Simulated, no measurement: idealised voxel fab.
This section sets out a process module, namely voxel fin reveal.
Pictured: cross-section cut, 255 nm wide, on a grid of 5 nm square cells.
Think of the cross-section as a grid of square cells. We describe it in bands, top to bottom, and each band covers one or more rows of those cells.
Read a band's entry like this: the first values are the height of its top and the height of its bottom in nm, and what follows is the sequence of materials from left to right, each with its width in nm. Note that "air" is empty space, and that a single material marked "full width" reaches across the band from edge to edge.
Height 0 is the level under which the wafer as received is all one material. The lowest band goes on downwards, as in "top 0, no bottom".
The expression "30->40" gives the width at the extremes of the band, the first number at its top row of cells and the second at its bottom row, with the width changing by equal amounts from each row to the next in between.
A step reported as "no change occurred" is a step in which no cell of the cross-section changed.
The entry "Fully closed voids" lists the empty spaces that cover at least 8 cells and have no open path to the top. Each is written as width x height at distance, where the distance is measured from the left edge and all three values are in nm.
Heads up: the bit after the settings on a step's line is the simulator's remark on that step.
overlay nm: where the mask lay relative to plan, measured to the right, on steps with a mask; negatives go left.

Intended process steps
| 1 | RECEIVE with material Si |
| 2 | CONFORMAL_DEP with material SiN, thk nm 10 |
| 3 | MASKED_ETCH with tone cover, mask id FINS, width nm 15, pitch nm 35, etch materials SiN, depth nm 10, overlay nm 0 |
| 4 | MASKED_ETCH with tone cover, mask id FINS, width nm 15, pitch nm 35, etch materials Si, depth nm 35, overlay nm 0 |
| 5 | FILL_DEP with material SiO2, thk nm 15 |
| 6 | CMP with height nm 10 |
| 7 | SELECTIVE_ETCH with etch materials SiO2, depth nm 20 |
| 8 | STRIP with etch materials SiN |

Wafer, first of two, run as planned

Cross-section of the wafer upon arrival, representing the state reached after step 1
- top 0, no bottom: Si full width
- Fully closed voids: none

Wafer xsec, post step 2
- top 10, bottom 0: SiN full width
- Beneath the level 0, the cross-section is identical to its previous state.

Wafer xsec, post step 3
- top 10, bottom 0: air: 65 / SiN: 15 / air: 20 / SiN: 15 / air: 20 / SiN: 15 / air: 20 / SiN: 15 / air: 70
- Beneath the level 0, the cross-section is identical to its previous state.

Wafer xsec, post step 4
- top 10, bottom 0: air: 65 / SiN: 15 / air: 20 / SiN: 15 / air: 20 / SiN: 15 / air: 20 / SiN: 15 / air: 70
- top 0, bottom -35: air: 65 / Si: 15 / air: 20 / Si: 15 / air: 20 / Si: 15 / air: 20 / Si: 15 / air: 70
- Beneath the level -35, the cross-section is identical to its previous state.

Wafer xsec, post step 5
- top 25, bottom 10: SiO2 full width
- top 10, bottom 0: SiO2: 65 / SiN: 15 / SiO2: 20 / SiN: 15 / SiO2: 20 / SiN: 15 / SiO2: 20 / SiN: 15 / SiO2: 70
- top 0, bottom -35: SiO2: 65 / Si: 15 / SiO2: 20 / Si: 15 / SiO2: 20 / Si: 15 / SiO2: 20 / Si: 15 / SiO2: 70
- Beneath the level -35, the cross-section is identical to its previous state.

Wafer xsec, post step 6
- top 10, bottom 0: SiO2: 65 / SiN: 15 / SiO2: 20 / SiN: 15 / SiO2: 20 / SiN: 15 / SiO2: 20 / SiN: 15 / SiO2: 70
- Beneath the level 0, the cross-section is identical to its previous state.

Wafer xsec, post step 7
- top 10, bottom 0: air: 65 / SiN: 15 / air: 20 / SiN: 15 / air: 20 / SiN: 15 / air: 20 / SiN: 15 / air: 70
- top 0, bottom -10: air: 65 / Si: 15 / air: 20 / Si: 15 / air: 20 / Si: 15 / air: 20 / Si: 15 / air: 70
- Beneath the level -10, the cross-section is identical to its previous state.

Wafer xsec, post step 8
- top 0, bottom -10: air: 65 / Si: 15 / air: 20 / Si: 15 / air: 20 / Si: 15 / air: 20 / Si: 15 / air: 70
- Beneath the level -10, the cross-section is identical to its previous state.

The Second Wafer: Common Origin and Plan, One Mistake in Execution, Identical to the First Through Step 6

Cross-section of the second wafer corresponding to the planned conclusion of step 7
- top 10, bottom 0: air: 65 / SiN: 15 / air: 20 / SiN: 15 / air: 20 / SiN: 15 / air: 20 / SiN: 15 / air: 70
- top 0, bottom -30: air: 65 / Si: 15 / air: 20 / Si: 15 / air: 20 / Si: 15 / air: 20 / Si: 15 / air: 70
- Beneath the level -30, the cross-section is identical to its previous state.

Cross-section of the second wafer corresponding to the planned conclusion of step 8
- top 0, bottom -30: air: 65 / Si: 15 / air: 20 / Si: 15 / air: 20 / Si: 15 / air: 20 / Si: 15 / air: 70
- Beneath the level -30, the cross-section is identical to its previous state.
what went wrong: plan step 7 was conducted twice
At the finish, the second wafer shows more or fewer cells for some materials than the first does: SiO2 -156
